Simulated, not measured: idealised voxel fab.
This is a process module. Its name is voxel wiring stack.
FYI the section here is cut, 145 nm wide, cells are 5 nm squares.
Cross-sections here: square-cell grids, written as top-down lists of bands, a band being one or more rows of cells.
Heads up on the band format: heights come first, top then bottom, in nm. After that it's the materials left to right, each with its width in nm. A single material flagged "full width" fills the whole band edge to edge, and "blank" means there's empty space there.
Zero point of the height axis is 0; under it, received wafer = one material. Lowest band: continues down indefinitely, "0 down".
A two-number width, for instance "30..40", indicates that the width is equal to the first number in the top row of the band and to the second number in the bottom row, and that it changes by a constant amount per row of cells.
"remained the same" means the step left every cell of the cross-section as it was.
Reported under the label "closed voids" are the empty spaces having no open way to the top and comprising 8 cells or more; the notation for each is width x height at distance, in which the distance is measured from the left edge and all three values are in nm.
Heads up: the bit after the settings on a step's line is the simulator's remark on that step.
Each step line may optionally specify "overlay nm", which for a step with a mask gives the rightward distance between the mask's planned place and where it lay, a negative value indicating the leftward direction.
Listed below are the process steps as planned
1 RECEIVE,material Si
2 CONFORMAL_DEP,material SiO2,thk nm 10
3 DIRECTIONAL_DEP,material TiN,thk nm 5
4 DIRECTIONAL_DEP,material Ru,thk nm 20
5 PATTERN,tone cover,mask id METAL_1,material resist,width nm 30,pitch nm 55,thk nm 20,overlay nm 0
6 DIRECTIONAL_ETCH,etch materials Ru,depth nm 20
7 DIRECTIONAL_ETCH,etch materials TiN,depth nm 5
8 STRIP,etch materials resist
9 CONFORMAL_DEP,material SiCN,thk nm 5
10 FILL_DEP,material SiO2,thk nm 10
11 CMP,height nm 35
12 CONFORMAL_DEP,material SiCN,thk nm 5
13 DIRECTIONAL_DEP,material SiO2,thk nm 10
14 MASKED_ETCH,tone open,mask id PLUG_1,width nm 15,etch materials SiO2,depth nm 10,overlay nm 0
15 MASKED_ETCH,tone open,mask id PLUG_1,width nm 15,etch materials SiCN,depth nm 5,overlay nm 0
16 CONFORMAL_DEP,material TiN,thk nm 5
17 FILL_DEP,material W,thk nm 10
18 CMP,height nm 50
19 CONFORMAL_DEP,material SiCN,thk nm 5
20 DIRECTIONAL_DEP,material lowk,thk nm 20
21 DIRECTIONAL_DEP,material aC,thk nm 10
22 PATTERN,tone open,mask id METAL_2,material resist,width nm 30,pitch nm 55,thk nm 30,overlay nm 0
23 DIRECTIONAL_ETCH,etch materials aC,depth nm 10
24 STRIP,etch materials resist
25 DIRECTIONAL_ETCH,etch materials lowk,depth nm 20
26 DIRECTIONAL_ETCH,etch materials SiCN,depth nm 5
27 STRIP,etch materials aC
28 CONFORMAL_DEP,material TiN,thk nm 5
29 FILL_DEP,material Cu,thk nm 5
30 CMP,height nm 75
31 CONFORMAL_DEP,material SiCN,thk nm 5
32 DIRECTIONAL_DEP,material SiO2,thk nm 20
33 DIRECTIONAL_DEP,material aC,thk nm 10
34 PATTERN,tone open,mask id PLUG_2,material resist,width nm 15,pitch nm 55,thk nm 30,overlay nm 0
35 DIRECTIONAL_ETCH,etch materials aC,depth nm 10
36 STRIP,etch materials resist
37 DIRECTIONAL_ETCH,etch materials SiO2,depth nm 20
38 DIRECTIONAL_ETCH,etch materials SiCN,depth nm 5
39 STRIP,etch materials aC
40 CONFORMAL_DEP,material TiN,thk nm 5
41 FILL_DEP,material W,thk nm 10
42 CMP,height nm 100
43 DIRECTIONAL_DEP,material TiN,thk nm 5
44 DIRECTIONAL_DEP,material Ru,thk nm 25
45 MASKED_ETCH,tone cover,mask id METAL_3,width nm 30,pitch nm 55,etch materials Ru,depth nm 25,overlay nm 0
46 MASKED_ETCH,tone cover,mask id METAL_3,width nm 30,pitch nm 55,etch materials TiN,depth nm 5,overlay nm 0
47 FILL_DEP,material SiO2,thk nm 10
48 CMP,height nm 130
49 CONFORMAL_DEP,material SiN,thk nm 5
Wafer at receipt (post step 1), cross-section
* 0 down: Si full width
* closed voids: none
Cross-section: first of two wafers, module finished, run according to plan
* 135 to 130: SiN full width
* 130 to 105: SiO2: 30 | Ru: 30 | SiO2: 25 | Ru: 30 | SiO2: 30
* 105 to 100: SiO2: 30 | TiN: 30 | SiO2: 25 | TiN: 30 | SiO2: 30
* 100 to 80: SiO2: 30 | TiN: 5 | W: 5 | TiN: 5 | SiO2: 40 | TiN: 5 | W: 5 | TiN: 5 | SiO2: 45
* 80 to 75: SiCN: 30 | TiN: 15 | SiCN: 40 | TiN: 15 | SiCN: 45
* 75 to 55: lowk: 30 | TiN: 5 | Cu: 20 | TiN: 5 | lowk: 25 | TiN: 5 | Cu: 20 | TiN: 5 | lowk: 30
* 55 to 50: SiCN: 30 | TiN: 30 | SiCN: 25 | TiN: 30 | SiCN: 30
* 50 to 40: SiO2: 30 | TiN: 5 | W: 5 | TiN: 5 | SiO2: 100
* 40 to 35: SiCN: 30 | TiN: 15 | SiCN: 100
* 35 to 15: SiO2: 25 | SiCN: 5 | Ru: 30 | SiCN: 5 | SiO2: 15 | SiCN: 5 | Ru: 30 | SiCN: 5 | SiO2: 25
* 15 to 10: SiCN: 30 | TiN: 30 | SiCN: 25 | TiN: 30 | SiCN: 30
* 10 to 0: SiO2 full width
* 0 down: Si full width
* closed voids: none
Second wafer of the two, sectioned at the end of the module. It began like the first and followed the same plan, but one mistake was made while running it
* 135 to 130: SiN full width
* 130 to 105: SiO2: 30 | Ru: 30 | SiO2: 25 | Ru: 30 | SiO2: 30
* 105 to 100: SiO2: 30 | TiN: 30 | SiO2: 25 | TiN: 30 | SiO2: 30
* 100 to 80: SiO2: 30 | TiN: 5 | W: 5 | TiN: 5 | SiO2: 40 | TiN: 5 | W: 5 | TiN: 5 | SiO2: 45
* 80 to 75: SiCN: 30 | TiN: 15 | SiCN: 40 | TiN: 15 | SiCN: 45
* 75 to 55: lowk: 30 | TiN: 5 | Cu: 20 | TiN: 5 | lowk: 25 | TiN: 5 | Cu: 20 | TiN: 5 | lowk: 30
* 55 to 50: SiCN: 30 | TiN: 30 | SiCN: 25 | TiN: 30 | SiCN: 30
* 50 to 40: SiO2: 30 | TiN: 5 | W: 5 | TiN: 5 | SiO2: 100
* 40 to 35: SiCN: 30 | TiN: 15 | SiCN: 100
* 35 to 15: Ru: 30 | SiCN: 5 | SiO2: 20 | SiCN: 5 | Ru: 25 | SiCN: 5 | SiO2: 20 | SiCN: 5 | Ru: 30
* 15 to 10: TiN: 30 | SiCN: 30 | TiN: 25 | SiCN: 30 | TiN: 30
* 10 to 0: SiO2 full width
* 0 down: Si full width
* closed voids: none
What went wrong in running the wafer? step 5, actual vs plan mismatch, actual run PATTERN,tone open,mask id METAL_1,material resist,width nm 30,pitch nm 55,thk nm 20,overlay nm 0
Materials where the second wafer ends with more or fewer cells than the first: Ru +20, SiCN -5, SiO2 -20, TiN +5
